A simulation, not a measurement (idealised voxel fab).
process module | voxel ribs on slabs
cross-section cut | 150 nm wide | cells 5 nm
A cross-section is a grid of square cells, given in bands from the top down. A band is one or more rows of cells.
Each band's line starts with the height of the band's top and of its bottom, in nm. Then come its materials from left to right, each with its width in nm. One material with "throughout" fills the band from edge to edge. "air" is empty space.
Height 0 is the level under which the wafer as received is all one material. The lowest band goes on downwards, as in "0 down".
A width such as "30 to 40" changes by the same amount from each row of cells to the next, from the band's top row to its bottom row.
"no change" after a step means that no cell of the cross-section changed.
closed voids: empty space of 8 cells or more with no open way to the top, each as width x height at its distance from the left edge, in nm
after a step's settings: what the simulator itself notes on the step
overlay nm, on a step with a mask: how far to the right of its planned place the mask lay; to the left if negative
plan
1 op RECEIVE | material Si
2 op DIRECTIONAL_DEP | material SiO2 | thk nm 30
3 op DIRECTIONAL_DEP | material polySi | thk nm 20
4 op DIRECTIONAL_DEP | material aC | thk nm 15
5 op PATTERN | tone cover | mask id RIB | material resist | width nm 20 | thk nm 30 | overlay nm 0
6 op DIRECTIONAL_ETCH | etch materials aC | depth nm 15
7 op STRIP | etch materials resist
8 op DIRECTIONAL_ETCH | etch materials polySi | depth nm 15
9 op STRIP | etch materials aC
10 op PATTERN | tone cover | mask id SLAB | material resist | width nm 60 | thk nm 15 | overlay nm 0
11 op DIRECTIONAL_ETCH | etch materials polySi | depth nm 5
12 op STRIP | etch materials resist
13 op FILL_DEP | material SiO2 | thk nm 25
14 op CMP | height nm 65
15 op DIRECTIONAL_DEP | material W | thk nm 5
16 op PATTERN | tone cover | mask id HEATER | material resist | width nm 30 | thk nm 15 | overlay nm 0
17 op DIRECTIONAL_ETCH | etch materials W | depth nm 5
18 op STRIP | etch materials resist
19 op CONFORMAL_DEP | material SiO2 | thk nm 5
as received, after step 1
  0 down: Si throughout
  closed voids: none
first wafer at the end, as planned
  75 to 70: air 55 | SiO2 40 | air 55
  70 to 65: SiO2 60 | W 30 | SiO2 60
  65 to 50: SiO2 throughout
  50 to 35: SiO2 65 | polySi 20 | SiO2 65
  35 to 30: SiO2 45 | polySi 60 | SiO2 45
  30 to 0: SiO2 throughout
  0 down: Si throughout
  closed voids: none
second wafer at the end: like start, like plan, one mistake
  75 to 70: air 60 | SiO2 30 | air 60
  70 to 65: SiO2 65 | W 20 | SiO2 65
  65 to 50: SiO2 throughout
  50 to 35: SiO2 65 | polySi 20 | SiO2 65
  35 to 30: SiO2 45 | polySi 60 | SiO2 45
  30 to 0: SiO2 throughout
  0 down: Si throughout
  closed voids: none
what went wrong: step 16 ran as: op PATTERN | tone cover | mask id HEATER | material resist | width nm 20 | thk nm 15 | overlay nm 0
at the end the second wafer has, in cells: 2 fewer of W
